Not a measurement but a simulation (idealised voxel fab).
A process module follows: voxel spacer lines.
Pictured: cross-section cut, 155 nm wide, on a grid of 5 nm square cells.
A cross-section is written here as square cells arranged in a grid, and it is given in bands from the top down, each band taking up one or more rows of cells.
It is stipulated that each band's entry specify, in nanometres, the height of the top of the band and then that of its bottom, followed by the materials of the band in left-to-right sequence, each together with its width in nanometres. A single material marked by the word "everywhere" is understood to fill the band from edge to edge; the word "air" is understood to denote empty space.
The level at which height equals 0 is the one under which the wafer, as it arrives, is entirely one material. No lower edge exists for the bottom band, which continues downward and is notated as in "0 down".
Think of "30..40" as a width that walks from the first number to the second as you go down the band, top row to bottom row, taking equal-sized steps from row to row.
Where a step carries "nothing changed", the cross-section came out of it unchanged, cell for cell.
Under "Closed internal voids" you'll find the enclosed gaps, the ones with no way out to the top, that are 8 cells or bigger; each reads width x height at distance, with distance counted from the left edge, everything in nm.
Past the settings on a step's line: simulator remark, on that step.
A step line may carry the setting "overlay nm", which, for steps involving a mask, states the distance by which the mask lay to the right of its intended position; negative values denote displacement to the left.
# Planned process steps
1. RECEIVE,material Si
2. CONFORMAL_DEP,material Al2O3,thk nm 10
3. DIRECTIONAL_DEP,material SiN,thk nm 20
4. DIRECTIONAL_DEP,material aC,thk nm 25
5. PATTERN,tone cover,mask id MANDREL,material resist,width nm 20,pitch nm 60,thk nm 30,overlay nm -15
6. DIRECTIONAL_ETCH,etch materials aC,depth nm 25
7. STRIP,etch materials resist
8. CONFORMAL_DEP,material SiO2,thk nm 10
9. DIRECTIONAL_ETCH,etch materials SiO2,depth nm 10
10. STRIP,etch materials aC
11. DIRECTIONAL_ETCH,etch materials SiN,depth nm 20
12. STRIP,etch materials SiO2
Where the wafers of this document differ is in the overlay nm of step 5; they start out the same, and the plan states the value that applied to the first wafer.
# First wafer of several, as received: cross-section after step 1
	0 down  Si everywhere
	Closed internal voids: none
# Row per wafer, end-of-module: cell gain (+)/loss (-) by material since the wafer came in, then closed voids
overlay nm -15 | +62 Al2O3 | +32 SiN | Closed internal voids: none
overlay nm -10 | +62 Al2O3 | +32 SiN | Closed internal voids: none
overlay nm -5 | +62 Al2O3 | +32 SiN | Closed internal voids: none
overlay nm 0 | +62 Al2O3 | +32 SiN | Closed internal voids: none
overlay nm 5 | +62 Al2O3 | +32 SiN | Closed internal voids: none
overlay nm 10 | +62 Al2O3 | +32 SiN | Closed internal voids: none
overlay nm 15 | +62 Al2O3 | +32 SiN | Closed internal voids: none
